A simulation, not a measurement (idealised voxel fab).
Process module heading - voxel capacitor over wiring
This is section cut - it's 245 nm across, gridded in 5 nm square cells.
The cross-sections in this document take the form of a grid made of square cells. They are written out as bands, in order from top to bottom. Each band consists of one or more rows of cells.
In this notation a band is specified by the heights of its top and bottom, in that order and in nm, after which its materials appear from left to right, each paired with its width in nm. The word "full width" attached to a single material means that material fills the band from edge to edge; the word "blank" stands for empty space.
Height reference: 0 = level under which incoming wafer is all one material. Lowest band: no bottom, runs on downward, e.g. "0 -> down".
A width such as "30..40" changes by the same amount from each row of cells to the next, from the band's top row to its bottom row.
Any step labelled "changes: none" changed none of the cells in the cross-section.
Enclosed voids (no open way to top), threshold 8 cells or more, entry "Tabulated closed voids", notation width x height at distance, distance from left edge, nm.
If you see something after the settings on a step's line, that's the simulator's own remark about that step.
You can add "overlay nm" to a step's line. For a step with a mask, it describes how far the mask lay to the right of its planned position, and a negative number describes a lay to the left.

This section lists the process steps that were planned:
1. RECEIVE [material Si]
2. CONFORMAL_DEP [material SiO2] [thk nm 15]
3. DIRECTIONAL_DEP [material TiN] [thk nm 5]
4. DIRECTIONAL_DEP [material Ru] [thk nm 15]
5. DIRECTIONAL_DEP [material aC] [thk nm 10]
6. PATTERN [tone cover] [mask id METAL_1] [material resist] [width nm 25] [pitch nm 85] [thk nm 30] [overlay nm 0]
7. DIRECTIONAL_ETCH [etch materials aC] [depth nm 10]
8. STRIP [etch materials resist]
9. DIRECTIONAL_ETCH [etch materials Ru] [depth nm 15]
10. DIRECTIONAL_ETCH [etch materials TiN] [depth nm 5]
11. STRIP [etch materials aC]
12. FILL_DEP [material SiO2] [thk nm 5]
13. CMP [height nm 35]
14. CONFORMAL_DEP [material SiCN] [thk nm 5]
15. DIRECTIONAL_DEP [material SiO2] [thk nm 20]
16. PATTERN [tone open] [mask id PLUG_1] [material resist] [width nm 15] [thk nm 20] [overlay nm 0]
17. DIRECTIONAL_ETCH [etch materials SiO2] [depth nm 20]
18. DIRECTIONAL_ETCH [etch materials SiCN] [depth nm 5]
19. STRIP [etch materials resist]
20. CONFORMAL_DEP [material TiN] [thk nm 5]
21. FILL_DEP [material Ru] [thk nm 5]
22. CMP [height nm 60]
23. DIRECTIONAL_DEP [material TiN] [thk nm 5]
24. DIRECTIONAL_DEP [material SiN] [thk nm 5]
25. DIRECTIONAL_DEP [material TiN] [thk nm 5]
26. PATTERN [tone cover] [mask id UPPER_PLATE] [material resist] [width nm 65] [thk nm 15] [overlay nm 0]
27. DIRECTIONAL_ETCH [etch materials TiN] [depth nm 5]
28. DIRECTIONAL_ETCH [etch materials SiN] [depth nm 5]
29. STRIP [etch materials resist]
30. MASKED_ETCH [tone cover] [mask id LOWER_PLATE] [width nm 75] [etch materials TiN] [depth nm 5] [overlay nm 0]
31. FILL_DEP [material SiO2] [thk nm 20]
32. CMP [height nm 90]
33. MASKED_ETCH [tone open] [mask id PLUG_2] [width nm 15] [etch materials SiO2] [depth nm 15] [overlay nm 0]
34. CONFORMAL_DEP [material TiN] [thk nm 5]
35. FILL_DEP [material Cu] [thk nm 5]
36. CMP [height nm 90]
37. CONFORMAL_DEP [material SiN] [thk nm 5]

Delivered wafer in cross-section: state after step 1:
	0 -> down: Si full width
	Tabulated closed voids: none

First of two wafers at the end of the module, shown in cross-section; run carried out as planned:
	95 -> 90: SiN full width
	90 -> 80: 85 nm SiO2 / 5 nm TiN / 5 nm Cu / 5 nm TiN / 145 nm SiO2
	80 -> 70: 85..75 nm SiO2 / 15..65 nm TiN / 145..105 nm SiO2
	70 -> 65: 75 nm SiO2 / 65 nm SiN / 105 nm SiO2
	65 -> 60: 70 nm SiO2 / 75 nm TiN / 100 nm SiO2
	60 -> 40: 75 nm SiO2 / 5 nm TiN / 5 nm Ru / 5 nm TiN / 155 nm SiO2
	40 -> 35: 75 nm SiCN / 15 nm TiN / 155 nm SiCN
	35 -> 20: 65 nm SiO2 / 25 nm Ru / 60 nm SiO2 / 25 nm Ru / 70 nm SiO2
	20 -> 15: 65 nm SiO2 / 25 nm TiN / 60 nm SiO2 / 25 nm TiN / 70 nm SiO2
	15 -> 0: SiO2 full width
	0 -> down: Si full width
	Tabulated closed voids: none

This is the second of the two wafers, cross-sectioned at the end of the module; it started exactly like the first and was given the same plan, but it was run with one mistake:
	100 -> 95: SiN full width
	95 -> 90: 90 nm TiN / 5 nm Cu / 150 nm TiN
	90 -> 80: 85 nm SiO2 / 5 nm TiN / 5 nm Cu / 5 nm TiN / 145 nm SiO2
	80 -> 70: 85..75 nm SiO2 / 15..65 nm TiN / 145..105 nm SiO2
	70 -> 65: 75 nm SiO2 / 65 nm SiN / 105 nm SiO2
	65 -> 60: 70 nm SiO2 / 75 nm TiN / 100 nm SiO2
	60 -> 40: 75 nm SiO2 / 5 nm TiN / 5 nm Ru / 5 nm TiN / 155 nm SiO2
	40 -> 35: 75 nm SiCN / 15 nm TiN / 155 nm SiCN
	35 -> 20: 65 nm SiO2 / 25 nm Ru / 60 nm SiO2 / 25 nm Ru / 70 nm SiO2
	20 -> 15: 65 nm SiO2 / 25 nm TiN / 60 nm SiO2 / 25 nm TiN / 70 nm SiO2
	15 -> 0: SiO2 full width
	0 -> down: Si full width
	Tabulated closed voids: none
What was the processing mistake? step 36 deviated from plan and actually ran as CMP [height nm 95]
Cell-count delta at end, second wafer over first, by material: Cu +1; TiN +48
